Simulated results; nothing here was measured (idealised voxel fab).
The name of this process module is voxel transistor to metal.
175 nm wide, 5 nm square cells: that's cross-section cut.
If you're reading a cross-section in this doc, picture square cells in a grid; it comes to you as bands, top ones listed first down to the bottom, and a band can be one or more rows of cells. For a band, the entry starts with two heights in nm, that of the top and then that of the bottom, and carries on with the band's materials in order from left to right, each alongside its width in nm; the word "edge to edge" beside a single material means it fills the band edge to edge, and "air" means empty space. Height datum 0, below which the as-received substrate wafer is one material. Lowest band open at the bottom, running downward: "top 0, no bottom". The expression "30..40" gives the width at the extremes of the band, the first number at its top row of cells and the second at its bottom row, with the width changing by equal amounts from each row to the next in between. Any step labelled "changes: none" changed none of the cells in the cross-section. Entry "Closed internal voids" = empty spaces >= 8 cells with no open way to the top; each as width x height at distance, distance from left edge, all nm. It should be noted that, on the line of a given step, the content following the step's settings is a remark produced by the simulator itself with respect to that step. Steps that use a mask can have "overlay nm" on their line. It says how far the mask sat to the right of where it was meant to be. Negative means to the left.

STEPS PLANNED FOR THE PROCESS
step 1: RECEIVE,material Si
step 2: OXIDIZE,depth nm 5
step 3: CONFORMAL_DEP,material SiN,thk nm 10
step 4: DIRECTIONAL_DEP,material aC,thk nm 10
step 5: PATTERN,tone cover,mask id ACTIVE,material resist,width nm 105,thk nm 30,overlay nm 0
step 6: DIRECTIONAL_ETCH,etch materials aC,depth nm 10
step 7: STRIP,etch materials resist
step 8: DIRECTIONAL_ETCH,etch materials SiN,depth nm 10
step 9: DIRECTIONAL_ETCH,etch materials SiO2,depth nm 5
step 10: DIRECTIONAL_ETCH,etch materials Si,depth nm 25
step 11: STRIP,etch materials aC
step 12: FILL_DEP,material SiO2,thk nm 15
step 13: CMP,height nm 10
step 14: SELECTIVE_ETCH,etch materials SiO2,depth nm 5
step 15: STRIP,etch materials SiN
step 16: SELECTIVE_ETCH,etch materials SiO2,depth nm 5
step 17: OXIDIZE,depth nm 5
step 18: DIRECTIONAL_DEP,material polySi,thk nm 30
step 19: DIRECTIONAL_DEP,material SiCN,thk nm 15
step 20: PATTERN,tone cover,mask id GATE,material resist,width nm 15,thk nm 20,overlay nm 0
step 21: DIRECTIONAL_ETCH,etch materials SiCN,depth nm 25
step 22: DIRECTIONAL_ETCH,etch materials polySi,depth nm 40
step 23: STRIP,etch materials resist
step 24: CONFORMAL_DEP,material SiO2,thk nm 5
step 25: DIRECTIONAL_ETCH,etch materials SiO2,depth nm 5
step 26: CONFORMAL_DEP,material SiN,thk nm 10
step 27: DIRECTIONAL_ETCH,etch materials SiN,depth nm 10
step 28: DIRECTIONAL_ETCH,etch materials SiO2,depth nm 5
step 29: DIRECTIONAL_ETCH,etch materials Si,depth nm 15
step 30: EPI,material pSi,thk nm 20
step 31: FILL_DEP,material SiO2,thk nm 5
step 32: CMP,height nm 40
step 33: DIRECTIONAL_DEP,material SiO2,thk nm 15
step 34: PATTERN,tone open,mask id CONTACT,material resist,width nm 20,pitch nm 65,thk nm 20,overlay nm 0
step 35: DIRECTIONAL_ETCH,etch materials SiO2,depth nm 45
step 36: STRIP,etch materials resist
step 37: CONFORMAL_DEP,material TiN,thk nm 5
step 38: FILL_DEP,material Ru,thk nm 5
step 39: CMP,height nm 55
step 40: DIRECTIONAL_DEP,material TiN,thk nm 5
step 41: DIRECTIONAL_DEP,material Ru,thk nm 25
step 42: PATTERN,tone cover,mask id METAL_1,material resist,width nm 20,pitch nm 65,thk nm 20,overlay nm 0
step 43: DIRECTIONAL_ETCH,etch materials Ru,depth nm 25
step 44: DIRECTIONAL_ETCH,etch materials TiN,depth nm 5
step 45: STRIP,etch materials resist
step 46: FILL_DEP,material SiO2,thk nm 5
step 47: CMP,height nm 85
step 48: CONFORMAL_DEP,material SiN,thk nm 5

RUN AS PLANNED: FIRST OF TWO WAFERS

THE CROSS-SECTION HERE SHOWS THE WAFER AS RECEIVED, I.E. IN ITS STATE AFTER STEP 1
	top 0, no bottom | Si edge to edge
	Closed internal voids: none

SO THIS IS THE WAFER CROSS-SECTION RIGHT AFTER STEP 2
	top 0, bottom -5 | SiO2 edge to edge
	Under the height -5 nothing was changed.

SO THIS IS THE WAFER CROSS-SECTION RIGHT AFTER STEP 3
	top 10, bottom 0 | SiN edge to edge
	Under the height 0 nothing was changed.

SO THIS IS THE WAFER CROSS-SECTION RIGHT AFTER STEP 4
	top 20, bottom 10 | aC edge to edge
	Under the height 10 nothing was changed.

SO THIS IS THE WAFER CROSS-SECTION RIGHT AFTER STEP 5
	top 50, bottom 20 | air=35 | resist=105 | air=35
	Under the height 20 nothing was changed.

SO THIS IS THE WAFER CROSS-SECTION RIGHT AFTER STEP 6
	top 40, bottom 20 | air=35 | resist=105 | air=35
	top 20, bottom 10 | air=35 | aC=105 | air=35
	Under the height 10 nothing was changed.

SO THIS IS THE WAFER CROSS-SECTION RIGHT AFTER STEP 7
	top 20, bottom 10 | air=35 | aC=105 | air=35
	Under the height 10 nothing was changed.

SO THIS IS THE WAFER CROSS-SECTION RIGHT AFTER STEP 8
	top 20, bottom 10 | air=35 | aC=105 | air=35
	top 10, bottom 0 | air=35 | SiN=105 | air=35
	Under the height 0 nothing was changed.

SO THIS IS THE WAFER CROSS-SECTION RIGHT AFTER STEP 9
	top 20, bottom 10 | air=35 | aC=105 | air=35
	top 10, bottom 0 | air=35 | SiN=105 | air=35
	top 0, bottom -5 | air=35 | SiO2=105 | air=35
	Under the height -5 nothing was changed.

SO THIS IS THE WAFER CROSS-SECTION RIGHT AFTER STEP 10
	top 20, bottom 10 | air=35 | aC=105 | air=35
	top 10, bottom 0 | air=35 | SiN=105 | air=35
	top 0, bottom -5 | air=35 | SiO2=105 | air=35
	top -5, bottom -30 | air=35 | Si=105 | air=35
	Under the height -30 nothing was changed.

SO THIS IS THE WAFER CROSS-SECTION RIGHT AFTER STEP 11
	top 10, bottom 0 | air=35 | SiN=105 | air=35
	Under the height 0 nothing was changed.

SO THIS IS THE WAFER CROSS-SECTION RIGHT AFTER STEP 12
	top 25, bottom 10 | SiO2 edge to edge
	top 10, bottom 0 | SiO2=35 | SiN=105 | SiO2=35
	top 0, bottom -5 | SiO2 edge to edge
	top -5, bottom -30 | SiO2=35 | Si=105 | SiO2=35
	Under the height -30 nothing was changed.

SO THIS IS THE WAFER CROSS-SECTION RIGHT AFTER STEP 13
	top 10, bottom 0 | SiO2=35 | SiN=105 | SiO2=35
	Under the height 0 nothing was changed.

SO THIS IS THE WAFER CROSS-SECTION RIGHT AFTER STEP 14
	top 10, bottom 5 | air=35 | SiN=105 | air=35
	Under the height 5 nothing was changed.

SO THIS IS THE WAFER CROSS-SECTION RIGHT AFTER STEP 15
	top 5, bottom 0 | SiO2=35 | air=105 | SiO2=35
	Under the height 0 nothing was changed.

SO THIS IS THE WAFER CROSS-SECTION RIGHT AFTER STEP 16
	top 0, bottom -5 | SiO2=30 | air=115 | SiO2=30
	Under the height -5 nothing was changed.

SO THIS IS THE WAFER CROSS-SECTION RIGHT AFTER STEP 17
	top 0, bottom -5 | SiO2=30 | air=115 | SiO2=30
	top -5, bottom -10 | SiO2 edge to edge
	Under the height -10 nothing was changed.

SO THIS IS THE WAFER CROSS-SECTION RIGHT AFTER STEP 18
	top 30, bottom 25 | polySi=30 | air=115 | polySi=30
	top 25, bottom 0 | polySi edge to edge
	top 0, bottom -5 | SiO2=30 | polySi=115 | SiO2=30
	Under the height -5 nothing was changed.

SO THIS IS THE WAFER CROSS-SECTION RIGHT AFTER STEP 19
	top 45, bottom 40 | SiCN=30 | air=115 | SiCN=30
	top 40, bottom 30 | SiCN edge to edge
	top 30, bottom 25 | polySi=30 | SiCN=115 | polySi=30
	Under the height 25 nothing was changed.

SO THIS IS THE WAFER CROSS-SECTION RIGHT AFTER STEP 20
	top 65, bottom 45 | air=80 | resist=15 | air=80
	top 45, bottom 40 | SiCN=30 | air=50 | resist=15 | air=50 | SiCN=30
	Under the height 40 nothing was changed.

SO THIS IS THE WAFER CROSS-SECTION RIGHT AFTER STEP 21
	top 65, bottom 40 | air=80 | resist=15 | air=80
	top 40, bottom 30 | air=80 | SiCN=15 | air=80
	top 30, bottom 25 | polySi=30 | air=50 | SiCN=15 | air=50 | polySi=30
	Under the height 25 nothing was changed.

SO THIS IS THE WAFER CROSS-SECTION RIGHT AFTER STEP 22
	top 65, bottom 40 | air=80 | resist=15 | air=80
	top 40, bottom 25 | air=80 | SiCN=15 | air=80
	top 25, bottom 0 | air=80 | polySi=15 | air=80
	top 0, bottom -5 | SiO2=30 | air=50 | polySi=15 | air=50 | SiO2=30
	Under the height -5 nothing was changed.

SO THIS IS THE WAFER CROSS-SECTION RIGHT AFTER STEP 23
	top 40, bottom 25 | air=80 | SiCN=15 | air=80
	Under the height 25 nothing was changed.

SO THIS IS THE WAFER CROSS-SECTION RIGHT AFTER STEP 24
	top 45, bottom 40 | air=75 | SiO2=25 | air=75
	top 40, bottom 25 | air=75 | SiO2=5 | SiCN=15 | SiO2=5 | air=75
	top 25, bottom 5 | air=75 | SiO2=5 | polySi=15 | SiO2=5 | air=75
	top 5, bottom 0 | SiO2=35 | air=40 | SiO2=5 | polySi=15 | SiO2=5 | air=40 | SiO2=35
	top 0, bottom -5 | SiO2=80 | polySi=15 | SiO2=80
	Under the height -5 nothing was changed.

SO THIS IS THE WAFER CROSS-SECTION RIGHT AFTER STEP 25
	top 40, bottom 25 | air=75 | SiO2=5 | SiCN=15 | SiO2=5 | air=75
	top 25, bottom 0 | air=75 | SiO2=5 | polySi=15 | SiO2=5 | air=75
	top 0, bottom -5 | SiO2=35 | air=40 | SiO2=5 | polySi=15 | SiO2=5 | air=40 | SiO2=35
	Under the height -5 nothing was changed.

SO THIS IS THE WAFER CROSS-SECTION RIGHT AFTER STEP 26
	top 50, bottom 40 | air=65 | SiN=45 | air=65
	top 40, bottom 25 | air=65 | SiN=10 | SiO2=5 | SiCN=15 | SiO2=5 | SiN=10 | air=65
	top 25, bottom 10 | air=65 | SiN=10 | SiO2=5 | polySi=15 | SiO2=5 | SiN=10 | air=65
	top 10, bottom 5 | SiN=45 | air=20 | SiN=10 | SiO2=5 | polySi=15 | SiO2=5 | SiN=10 | air=20 | SiN=45
	top 5, bottom 0 | SiN=75 | SiO2=5 | polySi=15 | SiO2=5 | SiN=75
	top 0, bottom -5 | SiO2=35 | SiN=40 | SiO2=5 | polySi=15 | SiO2=5 | SiN=40 | SiO2=35
	Under the height -5 nothing was changed.

SO THIS IS THE WAFER CROSS-SECTION RIGHT AFTER STEP 27
	top 40, bottom 25 | air=65 | SiN=10 | SiO2=5 | SiCN=15 | SiO2=5 | SiN=10 | air=65
	top 25, bottom 0 | air=65 | SiN=10 | SiO2=5 | polySi=15 | SiO2=5 | SiN=10 | air=65
	top 0, bottom -5 | SiO2=35 | SiN=10 | air=20 | SiN=10 | SiO2=5 | polySi=15 | SiO2=5 | SiN=10 | air=20 | SiN=10 | SiO2=35
	Under the height -5 nothing was changed.

SO THIS IS THE WAFER CROSS-SECTION RIGHT AFTER STEP 28
	top 40, bottom 35 | air=65 | SiN=10 | air=5 | SiCN=15 | air=5 | SiN=10 | air=65
	top 35, bottom 25 | air=65 | SiN=10 | SiO2=5 | SiCN=15 | SiO2=5 | SiN=10 | air=65
	top 25, bottom 0 | air=65 | SiN=10 | SiO2=5 | polySi=15 | SiO2=5 | SiN=10 | air=65
	top 0, bottom -5 | air=35 | SiN=10 | air=20 | SiN=10 | SiO2=5 | polySi=15 | SiO2=5 | SiN=10 | air=20 | SiN=10 | air=35
	top -5, bottom -10 | SiO2=45 | air=20 | SiO2=45 | air=20 | SiO2=45
	Under the height -10 nothing was changed.

SO THIS IS THE WAFER CROSS-SECTION RIGHT AFTER STEP 29
	top 40, bottom 35 | air=65 | SiN=10 | air=5 | SiCN=15 | air=5 | SiN=10 | air=65
	top 35, bottom 25 | air=65 | SiN=10 | SiO2=5 | SiCN=15 | SiO2=5 | SiN=10 | air=65
	top 25, bottom 0 | air=65 | SiN=10 | SiO2=5 | polySi=15 | SiO2=5 | SiN=10 | air=65
	top 0, bottom -5 | air=35 | SiN=10 | air=20 | SiN=10 | SiO2=5 | polySi=15 | SiO2=5 | SiN=10 | air=20 | SiN=10 | air=35
	top -5, bottom -10 | SiO2=45 | air=20 | SiO2=45 | air=20 | SiO2=45
	top -10, bottom -25 | SiO2=35 | Si=10 | air=20 | Si=45 | air=20 | Si=10 | SiO2=35
	Under the height -25 nothing was changed.

SO THIS IS THE WAFER CROSS-SECTION RIGHT AFTER STEP 30
	top 40, bottom 35 | air=65 | SiN=10 | air=5 | SiCN=15 | air=5 | SiN=10 | air=65
	top 35, bottom 25 | air=65 | SiN=10 | SiO2=5 | SiCN=15 | SiO2=5 | SiN=10 | air=65
	top 25, bottom 10 | air=65 | SiN=10 | SiO2=5 | polySi=15 | SiO2=5 | SiN=10 | air=65
	top 10, bottom 0 | air=35 | pSi=30 | SiN=10 | SiO2=5 | polySi=15 | SiO2=5 | SiN=10 | pSi=30 | air=35
	top 0, bottom -5 | air=35 | SiN=10 | pSi=20 | SiN=10 | SiO2=5 | polySi=15 | SiO2=5 | SiN=10 | pSi=20 | SiN=10 | air=35
	top -5, bottom -10 | SiO2=45 | pSi=20 | SiO2=45 | pSi=20 | SiO2=45
	top -10, bottom -25 | SiO2=35 | Si=10 | pSi=20 | Si=45 | pSi=20 | Si=10 | SiO2=35
	Under the height -25 nothing was changed.

SO THIS IS THE WAFER CROSS-SECTION RIGHT AFTER STEP 31
	top 45, bottom 40 | SiO2 edge to edge
	top 40, bottom 25 | SiO2=65 | SiN=10 | SiO2=5 | SiCN=15 | SiO2=5 | SiN=10 | SiO2=65
	top 25, bottom 10 | SiO2=65 | SiN=10 | SiO2=5 | polySi=15 | SiO2=5 | SiN=10 | SiO2=65
	top 10, bottom 0 | SiO2=35 | pSi=30 | SiN=10 | SiO2=5 | polySi=15 | SiO2=5 | SiN=10 | pSi=30 | SiO2=35
	top 0, bottom -5 | SiO2=35 | SiN=10 | pSi=20 | SiN=10 | SiO2=5 | polySi=15 | SiO2=5 | SiN=10 | pSi=20 | SiN=10 | SiO2=35
	Under the height -5 nothing was changed.

SO THIS IS THE WAFER CROSS-SECTION RIGHT AFTER STEP 32
	top 40, bottom 25 | SiO2=65 | SiN=10 | SiO2=5 | SiCN=15 | SiO2=5 | SiN=10 | SiO2=65
	Under the height 25 nothing was changed.

SO THIS IS THE WAFER CROSS-SECTION RIGHT AFTER STEP 33
	top 55, bottom 40 | SiO2 edge to edge
	Under the height 40 nothing was changed.

SO THIS IS THE WAFER CROSS-SECTION RIGHT AFTER STEP 34
	top 75, bottom 55 | resist=45 | air=20 | resist=45 | air=20 | resist=45
	Under the height 55 nothing was changed.

SO THIS IS THE WAFER CROSS-SECTION RIGHT AFTER STEP 35
	top 75, bottom 55 | resist=45 | air=20 | resist=45 | air=20 | resist=45
	top 55, bottom 40 | SiO2=45 | air=20 | SiO2=45 | air=20 | SiO2=45
	top 40, bottom 25 | SiO2=45 | air=20 | SiN=10 | SiO2=5 | SiCN=15 | SiO2=5 | SiN=10 | air=20 | SiO2=45
	top 25, bottom 10 | SiO2=45 | air=20 | SiN=10 | SiO2=5 | polySi=15 | SiO2=5 | SiN=10 | air=20 | SiO2=45
	Under the height 10 nothing was changed.

SO THIS IS THE WAFER CROSS-SECTION RIGHT AFTER STEP 36
	top 55, bottom 40 | SiO2=45 | air=20 | SiO2=45 | air=20 | SiO2=45
	Under the height 40 nothing was changed.

SO THIS IS THE WAFER CROSS-SECTION RIGHT AFTER STEP 37
	top 60, bottom 55 | TiN=50 | air=10 | TiN=55 | air=10 | TiN=50
	top 55, bottom 40 | SiO2=45 | TiN=5 | air=10 | TiN=5 | SiO2=45 | TiN=5 | air=10 | TiN=5 | SiO2=45
	top 40, bottom 25 | SiO2=45 | TiN=5 | air=10 | TiN=5 | SiN=10 | SiO2=5 | SiCN=15 | SiO2=5 | SiN=10 | TiN=5 | air=10 | TiN=5 | SiO2=45
	top 25, bottom 15 | SiO2=45 | TiN=5 | air=10 | TiN=5 | SiN=10 | SiO2=5 | polySi=15 | SiO2=5 | SiN=10 | TiN=5 | air=10 | TiN=5 | SiO2=45
	top 15, bottom 10 | SiO2=45 | TiN=20 | SiN=10 | SiO2=5 | polySi=15 | SiO2=5 | SiN=10 | TiN=20 | SiO2=45
	Under the height 10 nothing was changed.

SO THIS IS THE WAFER CROSS-SECTION RIGHT AFTER STEP 38
	top 65, bottom 60 | Ru edge to edge
	top 60, bottom 55 | TiN=50 | Ru=10 | TiN=55 | Ru=10 | TiN=50
	top 55, bottom 40 | SiO2=45 | TiN=5 | Ru=10 | TiN=5 | SiO2=45 | TiN=5 | Ru=10 | TiN=5 | SiO2=45
	top 40, bottom 25 | SiO2=45 | TiN=5 | Ru=10 | TiN=5 | SiN=10 | SiO2=5 | SiCN=15 | SiO2=5 | SiN=10 | TiN=5 | Ru=10 | TiN=5 | SiO2=45
	top 25, bottom 15 | SiO2=45 | TiN=5 | Ru=10 | TiN=5 | SiN=10 | SiO2=5 | polySi=15 | SiO2=5 | SiN=10 | TiN=5 | Ru=10 | TiN=5 | SiO2=45
	Under the height 15 nothing was changed.

SO THIS IS THE WAFER CROSS-SECTION RIGHT AFTER STEP 39
	top 55, bottom 40 | SiO2=45 | TiN=5 | Ru=10 | TiN=5 | SiO2=45 | TiN=5 | Ru=10 | TiN=5 | SiO2=45
	Under the height 40 nothing was changed.

SO THIS IS THE WAFER CROSS-SECTION RIGHT AFTER STEP 40
	top 60, bottom 55 | TiN edge to edge
	Under the height 55 nothing was changed.

SO THIS IS THE WAFER CROSS-SECTION RIGHT AFTER STEP 41
	top 85, bottom 60 | Ru edge to edge
	Under the height 60 nothing was changed.

SO THIS IS THE WAFER CROSS-SECTION RIGHT AFTER STEP 42
	top 105, bottom 85 | air=45 | resist=20 | air=45 | resist=20 | air=45
	Under the height 85 nothing was changed.

SO THIS IS THE WAFER CROSS-SECTION RIGHT AFTER STEP 43
	top 105, bottom 85 | air=45 | resist=20 | air=45 | resist=20 | air=45
	top 85, bottom 60 | air=45 | Ru=20 | air=45 | Ru=20 | air=45
	Under the height 60 nothing was changed.

SO THIS IS THE WAFER CROSS-SECTION RIGHT AFTER STEP 44
	top 105, bottom 85 | air=45 | resist=20 | air=45 | resist=20 | air=45
	top 85, bottom 60 | air=45 | Ru=20 | air=45 | Ru=20 | air=45
	top 60, bottom 55 | air=45 | TiN=20 | air=45 | TiN=20 | air=45
	Under the height 55 nothing was changed.

SO THIS IS THE WAFER CROSS-SECTION RIGHT AFTER STEP 45
	top 85, bottom 60 | air=45 | Ru=20 | air=45 | Ru=20 | air=45
	Under the height 60 nothing was changed.

SO THIS IS THE WAFER CROSS-SECTION RIGHT AFTER STEP 46
	top 90, bottom 85 | SiO2 edge to edge
	top 85, bottom 60 | SiO2=45 | Ru=20 | SiO2=45 | Ru=20 | SiO2=45
	top 60, bottom 55 | SiO2=45 | TiN=20 | SiO2=45 | TiN=20 | SiO2=45
	Under the height 55 nothing was changed.

SO THIS IS THE WAFER CROSS-SECTION RIGHT AFTER STEP 47
	top 85, bottom 60 | SiO2=45 | Ru=20 | SiO2=45 | Ru=20 | SiO2=45
	Under the height 60 nothing was changed.

SO THIS IS THE WAFER CROSS-SECTION RIGHT AFTER STEP 48
	top 90, bottom 85 | SiN edge to edge
	Under the height 85 nothing was changed.

SECOND WAFER, SAME STARTING STATE AND PLAN AS THE FIRST, ONE MISTAKE IN THE RUN, IDENTICAL THROUGH STEP 12

Cross-section of the second wafer corresponding to the planned conclusion of step 13: changes: none

CROSS-SECTION OF THE SECOND WAFER CORRESPONDING TO THE PLANNED CONCLUSION OF STEP 14
	top 20, bottom 10 | SiO2 edge to edge
	Under the height 10 nothing was changed.

Cross-section of the second wafer corresponding to the planned conclusion of step 15: changes: none

CROSS-SECTION OF THE SECOND WAFER CORRESPONDING TO THE PLANNED CONCLUSION OF STEP 16
	top 15, bottom 10 | SiO2 edge to edge
	Under the height 10 nothing was changed.

Cross-section of the second wafer corresponding to the planned conclusion of step 17: changes: none

CROSS-SECTION OF THE SECOND WAFER CORRESPONDING TO THE PLANNED CONCLUSION OF STEP 18
	top 45, bottom 15 | polySi edge to edge
	Under the height 15 nothing was changed.

CROSS-SECTION OF THE SECOND WAFER CORRESPONDING TO THE PLANNED CONCLUSION OF STEP 19
	top 60, bottom 45 | SiCN edge to edge
	Under the height 45 nothing was changed.

CROSS-SECTION OF THE SECOND WAFER CORRESPONDING TO THE PLANNED CONCLUSION OF STEP 20
	top 80, bottom 60 | air=80 | resist=15 | air=80
	Under the height 60 nothing was changed.

CROSS-SECTION OF THE SECOND WAFER CORRESPONDING TO THE PLANNED CONCLUSION OF STEP 21
	top 80, bottom 60 | air=80 | resist=15 | air=80
	top 60, bottom 45 | air=80 | SiCN=15 | air=80
	Under the height 45 nothing was changed.

CROSS-SECTION OF THE SECOND WAFER CORRESPONDING TO THE PLANNED CONCLUSION OF STEP 22
	top 80, bottom 60 | air=80 | resist=15 | air=80
	top 60, bottom 45 | air=80 | SiCN=15 | air=80
	top 45, bottom 15 | air=80 | polySi=15 | air=80
	Under the height 15 nothing was changed.

CROSS-SECTION OF THE SECOND WAFER CORRESPONDING TO THE PLANNED CONCLUSION OF STEP 23
	top 60, bottom 45 | air=80 | SiCN=15 | air=80
	Under the height 45 nothing was changed.

CROSS-SECTION OF THE SECOND WAFER CORRESPONDING TO THE PLANNED CONCLUSION OF STEP 24
	top 65, bottom 60 | air=75 | SiO2=25 | air=75
	top 60, bottom 45 | air=75 | SiO2=5 | SiCN=15 | SiO2=5 | air=75
	top 45, bottom 20 | air=75 | SiO2=5 | polySi=15 | SiO2=5 | air=75
	top 20, bottom 15 | SiO2=80 | polySi=15 | SiO2=80
	Under the height 15 nothing was changed.

CROSS-SECTION OF THE SECOND WAFER CORRESPONDING TO THE PLANNED CONCLUSION OF STEP 25
	top 60, bottom 45 | air=75 | SiO2=5 | SiCN=15 | SiO2=5 | air=75
	top 45, bottom 15 | air=75 | SiO2=5 | polySi=15 | SiO2=5 | air=75
	Under the height 15 nothing was changed.

CROSS-SECTION OF THE SECOND WAFER CORRESPONDING TO THE PLANNED CONCLUSION OF STEP 26
	top 70, bottom 60 | air=65 | SiN=45 | air=65
	top 60, bottom 45 | air=65 | SiN=10 | SiO2=5 | SiCN=15 | SiO2=5 | SiN=10 | air=65
	top 45, bottom 25 | air=65 | SiN=10 | SiO2=5 | polySi=15 | SiO2=5 | SiN=10 | air=65
	top 25, bottom 15 | SiN=75 | SiO2=5 | polySi=15 | SiO2=5 | SiN=75
	Under the height 15 nothing was changed.

CROSS-SECTION OF THE SECOND WAFER CORRESPONDING TO THE PLANNED CONCLUSION OF STEP 27
	top 60, bottom 45 | air=65 | SiN=10 | SiO2=5 | SiCN=15 | SiO2=5 | SiN=10 | air=65
	top 45, bottom 15 | air=65 | SiN=10 | SiO2=5 | polySi=15 | SiO2=5 | SiN=10 | air=65
	Under the height 15 nothing was changed.

CROSS-SECTION OF THE SECOND WAFER CORRESPONDING TO THE PLANNED CONCLUSION OF STEP 28
	top 60, bottom 55 | air=65 | SiN=10 | air=5 | SiCN=15 | air=5 | SiN=10 | air=65
	top 55, bottom 45 | air=65 | SiN=10 | SiO2=5 | SiCN=15 | SiO2=5 | SiN=10 | air=65
	top 45, bottom 15 | air=65 | SiN=10 | SiO2=5 | polySi=15 | SiO2=5 | SiN=10 | air=65
	top 15, bottom 10 | air=65 | SiO2=45 | air=65
	Under the height 10 nothing was changed.

Cross-section of the second wafer corresponding to the planned conclusion of step 29: changes: none

Cross-section of the second wafer corresponding to the planned conclusion of step 30: changes: none

CROSS-SECTION OF THE SECOND WAFER CORRESPONDING TO THE PLANNED CONCLUSION OF STEP 31
	top 65, bottom 60 | SiO2 edge to edge
	top 60, bottom 45 | SiO2=65 | SiN=10 | SiO2=5 | SiCN=15 | SiO2=5 | SiN=10 | SiO2=65
	top 45, bottom 15 | SiO2=65 | SiN=10 | SiO2=5 | polySi=15 | SiO2=5 | SiN=10 | SiO2=65
	top 15, bottom 10 | SiO2 edge to edge
	Under the height 10 nothing was changed.

CROSS-SECTION OF THE SECOND WAFER CORRESPONDING TO THE PLANNED CONCLUSION OF STEP 32
	top 40, bottom 15 | SiO2=65 | SiN=10 | SiO2=5 | polySi=15 | SiO2=5 | SiN=10 | SiO2=65
	Under the height 15 nothing was changed.

CROSS-SECTION OF THE SECOND WAFER CORRESPONDING TO THE PLANNED CONCLUSION OF STEP 33
	top 55, bottom 40 | SiO2 edge to edge
	Under the height 40 nothing was changed.

CROSS-SECTION OF THE SECOND WAFER CORRESPONDING TO THE PLANNED CONCLUSION OF STEP 34
	top 75, bottom 55 | resist=45 | air=20 | resist=45 | air=20 | resist=45
	Under the height 55 nothing was changed.

CROSS-SECTION OF THE SECOND WAFER CORRESPONDING TO THE PLANNED CONCLUSION OF STEP 35
	top 75, bottom 55 | resist=45 | air=20 | resist=45 | air=20 | resist=45
	top 55, bottom 40 | SiO2=45 | air=20 | SiO2=45 | air=20 | SiO2=45
	top 40, bottom 15 | SiO2=45 | air=20 | SiN=10 | SiO2=5 | polySi=15 | SiO2=5 | SiN=10 | air=20 | SiO2=45
	top 15, bottom 10 | SiO2=45 | air=20 | SiO2=45 | air=20 | SiO2=45
	Under the height 10 nothing was changed.

CROSS-SECTION OF THE SECOND WAFER CORRESPONDING TO THE PLANNED CONCLUSION OF STEP 36
	top 55, bottom 40 | SiO2=45 | air=20 | SiO2=45 | air=20 | SiO2=45
	Under the height 40 nothing was changed.

CROSS-SECTION OF THE SECOND WAFER CORRESPONDING TO THE PLANNED CONCLUSION OF STEP 37
	top 60, bottom 55 | TiN=50 | air=10 | TiN=55 | air=10 | TiN=50
	top 55, bottom 40 | SiO2=45 | TiN=5 | air=10 | TiN=5 | SiO2=45 | TiN=5 | air=10 | TiN=5 | SiO2=45
	top 40, bottom 15 | SiO2=45 | TiN=5 | air=10 | TiN=5 | SiN=10 | SiO2=5 | polySi=15 | SiO2=5 | SiN=10 | TiN=5 | air=10 | TiN=5 | SiO2=45
	top 15, bottom 10 | SiO2=45 | TiN=20 | SiO2=45 | TiN=20 | SiO2=45
	Under the height 10 nothing was changed.

CROSS-SECTION OF THE SECOND WAFER CORRESPONDING TO THE PLANNED CONCLUSION OF STEP 38
	top 65, bottom 60 | Ru edge to edge
	top 60, bottom 55 | TiN=50 | Ru=10 | TiN=55 | Ru=10 | TiN=50
	top 55, bottom 40 | SiO2=45 | TiN=5 | Ru=10 | TiN=5 | SiO2=45 | TiN=5 | Ru=10 | TiN=5 | SiO2=45
	top 40, bottom 15 | SiO2=45 | TiN=5 | Ru=10 | TiN=5 | SiN=10 | SiO2=5 | polySi=15 | SiO2=5 | SiN=10 | TiN=5 | Ru=10 | TiN=5 | SiO2=45
	Under the height 15 nothing was changed.

CROSS-SECTION OF THE SECOND WAFER CORRESPONDING TO THE PLANNED CONCLUSION OF STEP 39
	top 55, bottom 40 | SiO2=45 | TiN=5 | Ru=10 | TiN=5 | SiO2=45 | TiN=5 | Ru=10 | TiN=5 | SiO2=45
	Under the height 40 nothing was changed.

CROSS-SECTION OF THE SECOND WAFER CORRESPONDING TO THE PLANNED CONCLUSION OF STEP 40
	top 60, bottom 55 | TiN edge to edge
	Under the height 55 nothing was changed.

CROSS-SECTION OF THE SECOND WAFER CORRESPONDING TO THE PLANNED CONCLUSION OF STEP 41
	top 85, bottom 60 | Ru edge to edge
	Under the height 60 nothing was changed.

CROSS-SECTION OF THE SECOND WAFER CORRESPONDING TO THE PLANNED CONCLUSION OF STEP 42
	top 105, bottom 85 | air=45 | resist=20 | air=45 | resist=20 | air=45
	Under the height 85 nothing was changed.

CROSS-SECTION OF THE SECOND WAFER CORRESPONDING TO THE PLANNED CONCLUSION OF STEP 43
	top 105, bottom 85 | air=45 | resist=20 | air=45 | resist=20 | air=45
	top 85, bottom 60 | air=45 | Ru=20 | air=45 | Ru=20 | air=45
	Under the height 60 nothing was changed.

CROSS-SECTION OF THE SECOND WAFER CORRESPONDING TO THE PLANNED CONCLUSION OF STEP 44
	top 105, bottom 85 | air=45 | resist=20 | air=45 | resist=20 | air=45
	top 85, bottom 60 | air=45 | Ru=20 | air=45 | Ru=20 | air=45
	top 60, bottom 55 | air=45 | TiN=20 | air=45 | TiN=20 | air=45
	Under the height 55 nothing was changed.

CROSS-SECTION OF THE SECOND WAFER CORRESPONDING TO THE PLANNED CONCLUSION OF STEP 45
	top 85, bottom 60 | air=45 | Ru=20 | air=45 | Ru=20 | air=45
	Under the height 60 nothing was changed.

CROSS-SECTION OF THE SECOND WAFER CORRESPONDING TO THE PLANNED CONCLUSION OF STEP 46
	top 90, bottom 85 | SiO2 edge to edge
	top 85, bottom 60 | SiO2=45 | Ru=20 | SiO2=45 | Ru=20 | SiO2=45
	top 60, bottom 55 | SiO2=45 | TiN=20 | SiO2=45 | TiN=20 | SiO2=45
	Under the height 55 nothing was changed.

CROSS-SECTION OF THE SECOND WAFER CORRESPONDING TO THE PLANNED CONCLUSION OF STEP 47
	top 85, bottom 60 | SiO2=45 | Ru=20 | SiO2=45 | Ru=20 | SiO2=45
	Under the height 60 nothing was changed.

CROSS-SECTION OF THE SECOND WAFER CORRESPONDING TO THE PLANNED CONCLUSION OF STEP 48
	top 90, bottom 85 | SiN edge to edge
	Under the height 85 nothing was changed.
Misprocessing identified: plan step 13 was not performed, having been skipped
The second wafer ends with more or fewer cells of some materials than the first, per final count: +45 Si, -9 SiCN, +22 SiN, +9 SiO2, -64 pSi, -3 polySi
